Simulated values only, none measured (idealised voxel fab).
Process module in this document: voxel trench capacitor
The width of the displayed cross-section, cut, is 225 nm; its cells are square, with a size of 5 nm.
Square cells in a grid make up a cross-section in this document, and the grid is given as bands, listed from the top down, each one or more rows of cells.
Read a band's entry like this: the first values are the height of its top and the height of its bottom in nm, and what follows is the sequence of materials from left to right, each with its width in nm. Note that "empty" is empty space, and that a single material marked "throughout" reaches across the band from edge to edge.
A quick word on heights: they are counted from 0, and under that level the wafer as it came to us is one material throughout. The lowest band is different from the rest in having no bottom; it simply continues downward, written as in "top 0, no bottom".
Note: "30 to 40" means the width goes from the first number (top row of the band) to the second number (bottom row) in equal steps per row of cells.
"identical to before", as given for a step, is the statement that not any cell of the cross-section underwent a change during that step.
"Sealed internal voids" - sealed voids, min. 8 cells, no opening to top; format: width x height at distance (distance from left edge; nm throughout).
On a step's line, text after the settings is the simulator commenting on that step.
For masked steps, "overlay nm" on the step line gives how far right of plan the mask actually lay; a minus sign means it lay to the left.

Steps planned for the process:
1 RECEIVE | material Si
2 CONFORMAL_DEP | material SiN | thk nm 10
3 PATTERN | tone open | mask id TRENCH | material resist | width nm 15 | pitch nm 50 | thk nm 20 | overlay nm 0
4 DIRECTIONAL_ETCH | etch materials SiN | depth nm 10
5 DIRECTIONAL_ETCH | etch materials Si | depth nm 30
6 STRIP | etch materials resist
7 CONFORMAL_DEP | material Al2O3 | thk nm 5
8 FILL_DEP | material polySi | thk nm 10
9 CMP | height nm 10
The wafers are alike at the start. At step 3, their width nm differs. The plan lists the first wafer's value.

Cross-sectional view of the first of several wafers in the as-received condition, corresponding to the state following step 1:
> top 0, no bottom  Si throughout
> Sealed internal voids: none

After the module's final step, step 9: the first of several wafers in cross-section:
> top 10, bottom 0  SiN 55; Al2O3 5; polySi 5; Al2O3 5; SiN 35; Al2O3 5; polySi 5; Al2O3 5; SiN 35; Al2O3 5; polySi 5; Al2O3 5; SiN 55
> top 0, bottom -25  Si 55; Al2O3 5; polySi 5; Al2O3 5; Si 35; Al2O3 5; polySi 5; Al2O3 5; Si 35; Al2O3 5; polySi 5; Al2O3 5; Si 55
> top -25, bottom -30  Si 55; Al2O3 15; Si 35; Al2O3 15; Si 35; Al2O3 15; Si 55
> top -30, no bottom  Si throughout
> Sealed internal voids: none

The module's end: a cross-section of the last wafer:
> top 10, bottom 0  SiN 45; Al2O3 5; polySi 25; Al2O3 5; SiN 15; Al2O3 5; polySi 25; Al2O3 5; SiN 15; Al2O3 5; polySi 25; Al2O3 5; SiN 45
> top 0, bottom -25  Si 45; Al2O3 5; polySi 25; Al2O3 5; Si 15; Al2O3 5; polySi 25; Al2O3 5; Si 15; Al2O3 5; polySi 25; Al2O3 5; Si 45
> top -25, bottom -30  Si 45; Al2O3 35; Si 15; Al2O3 35; Si 15; Al2O3 35; Si 45
> top -30, no bottom  Si throughout
> Sealed internal voids: none

For your reference, the table is organized with a row per wafer; each row reflects the wafer at the end of the module, indicating for each material the cells gained (+) or lost (-) since receipt, and thereafter its closed voids:
width nm 15; +51 Al2O3; -54 Si; +72 SiN; +21 polySi; Sealed internal voids: none
width nm 20; +54 Al2O3; -72 Si; +66 SiN; +42 polySi; Sealed internal voids: none
width nm 25; +57 Al2O3; -90 Si; +60 SiN; +63 polySi; Sealed internal voids: none
width nm 30; +60 Al2O3; -108 Si; +54 SiN; +84 polySi; Sealed internal voids: none
width nm 35; +63 Al2O3; -126 Si; +48 SiN; +105 polySi; Sealed internal voids: none
